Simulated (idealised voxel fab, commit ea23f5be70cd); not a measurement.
Module name: voxel gate over fins (process module)
We display cut, a cross-section 255 nm in width whose square cells are each 5 nm.
How to read a cross-section here: the picture is a grid of square cells, written as bands going from the top down, and any band can span one or more rows of cells. Band: top height; bottom height; in nm. Then, left to right: material with width in nm, for each material. "full width": a single material spanning edge to edge. "air": empty space. Basically, 0 is our baseline, since under it the wafer straight out of the box is all one material. The bottom band has no lower end and keeps on going down, so it looks like "top 0, no bottom". It should be noted that a width expressed as "30 to 40" varies in equal increments from row to row of cells within the band, taking the value of the first number at the top row and that of the second number at the bottom row. You'll sometimes find "everything unchanged" written for a step, and that's the way of saying that nowhere in the cross-section did a cell change during that step. Listed in "Non-vented voids": every empty space of 8 or more cells without an open way to the top. Form: width x height at distance, the distance being from the left edge, all in nm. That trailing text on a step's line, after the settings, is the simulator's own remark on the step. Among the settings permitted on a step's line is "overlay nm"; applied to a step with a mask, it specifies the extent to which the mask lay to the right of its planned position, whereas a negative figure signifies a position to the left.

List of planned process steps:
1 RECEIVE with material Si
2 CONFORMAL_DEP with material SiN, thk nm 10
3 MASKED_ETCH with tone cover, mask id FINS, width nm 15, pitch nm 50, etch materials SiN, depth nm 10, overlay nm 0
4 MASKED_ETCH with tone cover, mask id FINS, width nm 15, pitch nm 50, etch materials Si, depth nm 35, overlay nm 0
5 OXIDIZE with depth nm 5
6 FILL_DEP with material SiO2, thk nm 15
7 CMP with height nm 10
8 DIRECTIONAL_DEP with material aC, thk nm 10
9 PATTERN with tone open, mask id RAIL, material resist, width nm 15, thk nm 30, overlay nm 0
10 DIRECTIONAL_ETCH with etch materials aC, depth nm 10
11 STRIP with etch materials resist
12 DIRECTIONAL_ETCH with etch materials SiO2, depth nm 40
13 STRIP with etch materials aC
14 CONFORMAL_DEP with material TiN, thk nm 5
15 FILL_DEP with material W, thk nm 10
16 CMP with height nm 10
17 SELECTIVE_ETCH with etch materials W Ru TiN, depth nm 30
18 FILL_DEP with material SiO2, thk nm 5
19 CMP with height nm 10
20 SELECTIVE_ETCH with etch materials SiO2, depth nm 20
21 STRIP with etch materials SiN
22 CONFORMAL_DEP with material HfO2, thk nm 5
23 CONFORMAL_DEP with material TiN, thk nm 5
24 CONFORMAL_DEP with material TiAl, thk nm 5
25 CONFORMAL_DEP with material TiN, thk nm 5
26 FILL_DEP with material W, thk nm 15
27 CMP with height nm 30
28 CONFORMAL_DEP with material SiN, thk nm 5

Below: the first of two wafers, run as planned:

Shown in cross-section is the wafer as received, that is, as it stands after step 1:
	top 0, no bottom: Si full width
	Non-vented voids: none

Take a look at the wafer's cross-section after step 2:
	top 10, bottom 0: SiN full width
	Below 0 it's all the same as before, nothing changed down there.

Take a look at the wafer's cross-section after step 3:
	top 10, bottom 0: air 95 | SiN 15 | air 35 | SiN 15 | air 95
	Below 0 it's all the same as before, nothing changed down there.

Take a look at the wafer's cross-section after step 4:
	top 10, bottom 0: air 95 | SiN 15 | air 35 | SiN 15 | air 95
	top 0, bottom -35: air 95 | Si 15 | air 35 | Si 15 | air 95
	Below -35 it's all the same as before, nothing changed down there.

Take a look at the wafer's cross-section after step 5:
	top 10, bottom 0: air 95 | SiN 15 | air 35 | SiN 15 | air 95
	top 0, bottom -35: air 95 | SiO2 5 | Si 5 | SiO2 5 | air 35 | SiO2 5 | Si 5 | SiO2 5 | air 95
	top -35, bottom -40: SiO2 100 | Si 5 | SiO2 45 | Si 5 | SiO2 100
	Below -40 it's all the same as before, nothing changed down there.

Take a look at the wafer's cross-section after step 6:
	top 25, bottom 10: SiO2 full width
	top 10, bottom 0: SiO2 95 | SiN 15 | SiO2 35 | SiN 15 | SiO2 95
	top 0, bottom -40: SiO2 100 | Si 5 | SiO2 45 | Si 5 | SiO2 100
	Below -40 it's all the same as before, nothing changed down there.

Take a look at the wafer's cross-section after step 7:
	top 10, bottom 0: SiO2 95 | SiN 15 | SiO2 35 | SiN 15 | SiO2 95
	Below 0 it's all the same as before, nothing changed down there.

Take a look at the wafer's cross-section after step 8:
	top 20, bottom 10: aC full width
	Below 10 it's all the same as before, nothing changed down there.

Take a look at the wafer's cross-section after step 9:
	top 50, bottom 20: resist 120 | air 15 | resist 120
	Below 20 it's all the same as before, nothing changed down there.

Take a look at the wafer's cross-section after step 10:
	top 40, bottom 20: resist 120 | air 15 | resist 120
	top 20, bottom 10: aC 120 | air 15 | aC 120
	Below 10 it's all the same as before, nothing changed down there.

Take a look at the wafer's cross-section after step 11:
	top 20, bottom 10: aC 120 | air 15 | aC 120
	Below 10 it's all the same as before, nothing changed down there.

Take a look at the wafer's cross-section after step 12:
	top 20, bottom 10: aC 120 | air 15 | aC 120
	top 10, bottom 0: SiO2 95 | SiN 15 | SiO2 10 | air 15 | SiO2 10 | SiN 15 | SiO2 95
	top 0, bottom -30: SiO2 100 | Si 5 | SiO2 15 | air 15 | SiO2 15 | Si 5 | SiO2 100
	Below -30 it's all the same as before, nothing changed down there.

Take a look at the wafer's cross-section after step 13:
	top 10, bottom 0: SiO2 95 | SiN 15 | SiO2 10 | air 15 | SiO2 10 | SiN 15 | SiO2 95
	Below 0 it's all the same as before, nothing changed down there.

Take a look at the wafer's cross-section after step 14:
	top 15, bottom 10: TiN 125 | air 5 | TiN 125
	top 10, bottom 0: SiO2 95 | SiN 15 | SiO2 10 | TiN 5 | air 5 | TiN 5 | SiO2 10 | SiN 15 | SiO2 95
	top 0, bottom -25: SiO2 100 | Si 5 | SiO2 15 | TiN 5 | air 5 | TiN 5 | SiO2 15 | Si 5 | SiO2 100
	top -25, bottom -30: SiO2 100 | Si 5 | SiO2 15 | TiN 15 | SiO2 15 | Si 5 | SiO2 100
	Below -30 it's all the same as before, nothing changed down there.

Take a look at the wafer's cross-section after step 15:
	top 25, bottom 15: W full width
	top 15, bottom 10: TiN 125 | W 5 | TiN 125
	top 10, bottom 0: SiO2 95 | SiN 15 | SiO2 10 | TiN 5 | W 5 | TiN 5 | SiO2 10 | SiN 15 | SiO2 95
	top 0, bottom -25: SiO2 100 | Si 5 | SiO2 15 | TiN 5 | W 5 | TiN 5 | SiO2 15 | Si 5 | SiO2 100
	Below -25 it's all the same as before, nothing changed down there.

Take a look at the wafer's cross-section after step 16:
	top 10, bottom 0: SiO2 95 | SiN 15 | SiO2 10 | TiN 5 | W 5 | TiN 5 | SiO2 10 | SiN 15 | SiO2 95
	Below 0 it's all the same as before, nothing changed down there.

Take a look at the wafer's cross-section after step 17:
	top 10, bottom 0: SiO2 95 | SiN 15 | SiO2 10 | air 15 | SiO2 10 | SiN 15 | SiO2 95
	top 0, bottom -20: SiO2 100 | Si 5 | SiO2 15 | air 15 | SiO2 15 | Si 5 | SiO2 100
	Below -20 it's all the same as before, nothing changed down there.

Take a look at the wafer's cross-section after step 18:
	top 15, bottom 10: SiO2 full width
	top 10, bottom 0: SiO2 95 | SiN 15 | SiO2 35 | SiN 15 | SiO2 95
	top 0, bottom -20: SiO2 100 | Si 5 | SiO2 45 | Si 5 | SiO2 100
	Below -20 it's all the same as before, nothing changed down there.

Take a look at the wafer's cross-section after step 19:
	top 10, bottom 0: SiO2 95 | SiN 15 | SiO2 35 | SiN 15 | SiO2 95
	Below 0 it's all the same as before, nothing changed down there.

Take a look at the wafer's cross-section after step 20:
	top 10, bottom 0: air 95 | SiN 15 | air 35 | SiN 15 | air 95
	top 0, bottom -10: air 100 | Si 5 | air 45 | Si 5 | air 100
	Below -10 it's all the same as before, nothing changed down there.

Take a look at the wafer's cross-section after step 21:
	top 0, bottom -10: air 100 | Si 5 | air 45 | Si 5 | air 100
	Below -10 it's all the same as before, nothing changed down there.

Take a look at the wafer's cross-section after step 22:
	top 5, bottom 0: air 95 | HfO2 15 | air 35 | HfO2 15 | air 95
	top 0, bottom -5: air 95 | HfO2 5 | Si 5 | HfO2 5 | air 35 | HfO2 5 | Si 5 | HfO2 5 | air 95
	top -5, bottom -10: HfO2 100 | Si 5 | HfO2 45 | Si 5 | HfO2 100
	Below -10 it's all the same as before, nothing changed down there.

Take a look at the wafer's cross-section after step 23:
	top 10, bottom 5: air 90 | TiN 25 | air 25 | TiN 25 | air 90
	top 5, bottom 0: air 90 | TiN 5 | HfO2 15 | TiN 5 | air 25 | TiN 5 | HfO2 15 | TiN 5 | air 90
	top 0, bottom -5: TiN 95 | HfO2 5 | Si 5 | HfO2 5 | TiN 35 | HfO2 5 | Si 5 | HfO2 5 | TiN 95
	Below -5 it's all the same as before, nothing changed down there.

Take a look at the wafer's cross-section after step 24:
	top 15, bottom 10: air 85 | TiAl 35 | air 15 | TiAl 35 | air 85
	top 10, bottom 5: air 85 | TiAl 5 | TiN 25 | TiAl 5 | air 15 | TiAl 5 | TiN 25 | TiAl 5 | air 85
	top 5, bottom 0: TiAl 90 | TiN 5 | HfO2 15 | TiN 5 | TiAl 25 | TiN 5 | HfO2 15 | TiN 5 | TiAl 90
	Below 0 it's all the same as before, nothing changed down there.

Take a look at the wafer's cross-section after step 25:
	top 20, bottom 15: air 80 | TiN 45 | air 5 | TiN 45 | air 80
	top 15, bottom 10: air 80 | TiN 5 | TiAl 35 | TiN 5 | air 5 | TiN 5 | TiAl 35 | TiN 5 | air 80
	top 10, bottom 5: TiN 85 | TiAl 5 | TiN 25 | TiAl 5 | TiN 15 | TiAl 5 | TiN 25 | TiAl 5 | TiN 85
	Below 5 it's all the same as before, nothing changed down there.

Take a look at the wafer's cross-section after step 26:
	top 35, bottom 20: W full width
	top 20, bottom 15: W 80 | TiN 45 | W 5 | TiN 45 | W 80
	top 15, bottom 10: W 80 | TiN 5 | TiAl 35 | TiN 5 | W 5 | TiN 5 | TiAl 35 | TiN 5 | W 80
	Below 10 it's all the same as before, nothing changed down there.

Take a look at the wafer's cross-section after step 27:
	top 30, bottom 20: W full width
	Below 20 it's all the same as before, nothing changed down there.

Take a look at the wafer's cross-section after step 28:
	top 35, bottom 30: SiN full width
	Below 30 it's all the same as before, nothing changed down there.

For the second wafer, take the first wafer's start and plan, then add one mistake made in running it; everything through step 25, that step included, is shared with the first:

Cross-sectional representation of the second wafer at the time designated in the plan for the completion of step 26:
	top 35, bottom 20: SiN full width
	top 20, bottom 15: SiN 80 | TiN 45 | SiN 5 | TiN 45 | SiN 80
	top 15, bottom 10: SiN 80 | TiN 5 | TiAl 35 | TiN 5 | SiN 5 | TiN 5 | TiAl 35 | TiN 5 | SiN 80
	Below 10 it's all the same as before, nothing changed down there.

Cross-sectional representation of the second wafer at the time designated in the plan for the completion of step 27:
	top 30, bottom 20: SiN full width
	Below 20 it's all the same as before, nothing changed down there.

Cross-sectional representation of the second wafer at the time designated in the plan for the completion of step 28:
	top 35, bottom 20: SiN full width
	Below 20 it's all the same as before, nothing changed down there.
What went wrong in running the wafer? step 26 changed vs plan, executed as FILL_DEP with material SiN, thk nm 15
FYI, end of process, the second wafer has more or fewer cells of some materials than the first: SiN +168, W -168
